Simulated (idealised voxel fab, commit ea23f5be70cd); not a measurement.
The process module presented herein is designated voxel released beams.
The cross-section on display is named cut; it measures 210 nm wide, and its cells are 5 nm squares.
When this document writes out a cross-section, it uses a grid of square cells and lists it as bands, beginning at the top and moving down, with a band standing for one or more rows of cells.
Quick guide to a band line: top height, bottom height (nm) up front; then every material left to right with its width in nm. Only one material and it's marked "everywhere"? Then it fills the band edge to edge. And "air" just means empty space.
Basically, 0 is our baseline, since under it the wafer straight out of the box is all one material. The bottom band has no lower end and keeps on going down, so it looks like "0..down".
Graded width ("30 to 40"): value in top row of band = first number; value in bottom row = second number; row-to-row change constant.
Take "changes: none" at face value: in the step it is given for, the cross-section changed in none of its cells.
Entry "Enclosed void list" = empty spaces >= 8 cells with no open way to the top; each as width x height at distance, distance from left edge, all nm.
If you see something after the settings on a step's line, that's the simulator's own remark about that step.
overlay nm: on a step with a mask, how far right of its planned place the mask lay; negative means left.

**Planned process steps**
step 1: RECEIVE | material Si
step 2: CONFORMAL_DEP | material Al2O3 | thk nm 5
step 3: DIRECTIONAL_DEP | material SiO2 | thk nm 20
step 4: DIRECTIONAL_DEP | material aC | thk nm 10
step 5: PATTERN | tone open | mask id ANCHOR | material resist | width nm 35 | thk nm 25 | overlay nm 0
step 6: DIRECTIONAL_ETCH | etch materials aC | depth nm 10
step 7: STRIP | etch materials resist
step 8: DIRECTIONAL_ETCH | etch materials SiO2 | depth nm 20
step 9: STRIP | etch materials aC
step 10: CONFORMAL_DEP | material W | thk nm 10
step 11: MASKED_ETCH | tone cover | mask id BEAM | width nm 80 | etch materials W | depth nm 10 | overlay nm 0
step 12: STRIP | etch materials SiO2

**As-received state of the wafer in cross-section, equivalent to post-step 1**
    0..down: Si everywhere
    Enclosed void list: none

**Post-module cross-section: identical start and plan to those above, one misstep in execution**
    30..20: air (60), W (15), air (15), W (50), air (70)
    20..15: air (65), W (10), air (15), W (10), air (110)
    15..5: air (65), W (35), air (110)
    5..0: Al2O3 everywhere
    0..down: Si everywhere
    Enclosed void list: none
What broke from the plan during processing? step 3 ran as: DIRECTIONAL_DEP | material SiO2 | thk nm 15
